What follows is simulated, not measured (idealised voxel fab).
The name of this process module is voxel double patterning.
This is section cut - it's 240 nm across, gridded in 5 nm square cells.
Square cells in a grid make up a cross-section in this document, and the grid is given as bands, listed from the top down, each one or more rows of cells. First you get the band's top height and its bottom height, in nm, and then the materials it's made of, left to right, with each width in nm. If you see a single material with "throughout", that one covers the band edge to edge. "empty" is empty space. Note: height 0 marks the level under which the wafer is uniformly one material as received. Lowest band unbounded below, written "0 -> down". When a width is written as two numbers, as in "30..40", the first number is the width in the top row of cells of the band and the second is the width in its bottom row, and the width changes by the same amount from each row to the next. The designation "all unchanged", where it is given for a processing step, indicates that no cell of the cross-section was altered in the course of that step. Enclosed void inventory: empty space of 8 cells or more with no open way to the top, each as width x height at its distance from the left edge, in nm. On each step's line, the part that comes after the settings is the simulator's own comment on the step. Regarding "overlay nm": on a step with a mask, it is the distance the mask lay to the right of its planned place; a negative value places it to the left.
-- Listed below are the process steps as planned
1. RECEIVE [material Si]
2. CONFORMAL_DEP [material SiO2] [thk nm 10]
3. DIRECTIONAL_DEP [material W] [thk nm 15]
4. DIRECTIONAL_DEP [material SiCN] [thk nm 5]
5. PATTERN [tone open] [mask id FIRST] [material resist] [width nm 15] [pitch nm 50] [thk nm 15] [overlay nm 0]
6. DIRECTIONAL_ETCH [etch materials SiCN] [depth nm 5]
7. STRIP [etch materials resist]
8. MASKED_ETCH [tone open] [mask id SECOND] [width nm 15] [pitch nm 50] [etch materials SiCN] [depth nm 5] [overlay nm 0]
9. DIRECTIONAL_ETCH [etch materials W] [depth nm 15]
10. STRIP [etch materials SiCN]
-- What follows covers the first of two wafers; it ran as planned
-- Cross-section: wafer on arrival = after step 1
- 0 -> down  Si throughout
- Enclosed void inventory: none
-- After step 2, in cross-section
- 10 -> 0  SiO2 throughout
- Rest of section, below 0: as before.
-- After step 3, in cross-section
- 25 -> 10  W throughout
- Rest of section, below 10: as before.
-- After step 4, in cross-section
- 30 -> 25  SiCN throughout
- Rest of section, below 25: as before.
-- After step 5, in cross-section
- 45 -> 30  60 resist | 15 empty | 35 resist | 15 empty | 35 resist | 15 empty | 65 resist
- Rest of section, below 30: as before.
-- After step 6, in cross-section
- 45 -> 30  60 resist | 15 empty | 35 resist | 15 empty | 35 resist | 15 empty | 65 resist
- 30 -> 25  60 SiCN | 15 empty | 35 SiCN | 15 empty | 35 SiCN | 15 empty | 65 SiCN
- Rest of section, below 25: as before.
-- After step 7, in cross-section
- 30 -> 25  60 SiCN | 15 empty | 35 SiCN | 15 empty | 35 SiCN | 15 empty | 65 SiCN
- Rest of section, below 25: as before.
-- After step 8, in cross-section
- 30 -> 25  60 SiCN | 15 empty | 10 SiCN | 15 empty | 10 SiCN | 15 empty | 10 SiCN | 15 empty | 10 SiCN | 15 empty | 65 SiCN
- Rest of section, below 25: as before.
-- After step 9, in cross-section
- 30 -> 25  60 SiCN | 15 empty | 10 SiCN | 15 empty | 10 SiCN | 15 empty | 10 SiCN | 15 empty | 10 SiCN | 15 empty | 65 SiCN
- 25 -> 10  60 W | 15 empty | 10 W | 15 empty | 10 W | 15 empty | 10 W | 15 empty | 10 W | 15 empty | 65 W
- Rest of section, below 10: as before.
-- After step 10, in cross-section
- 25 -> 10  60 W | 15 empty | 10 W | 15 empty | 10 W | 15 empty | 10 W | 15 empty | 10 W | 15 empty | 65 W
- Rest of section, below 10: as before.
-- Second wafer. Start and plan as for the first. One mistake made in running. Agrees with the first up to and including step 9
Cross-section of the second wafer at the time step 10 of the plan should have ended: all unchanged
Short version of what went wrong: the plan's step 10 went unexecuted, having been skipped
Materials where the second wafer ends with more or fewer cells than the first: 33 more of SiCN
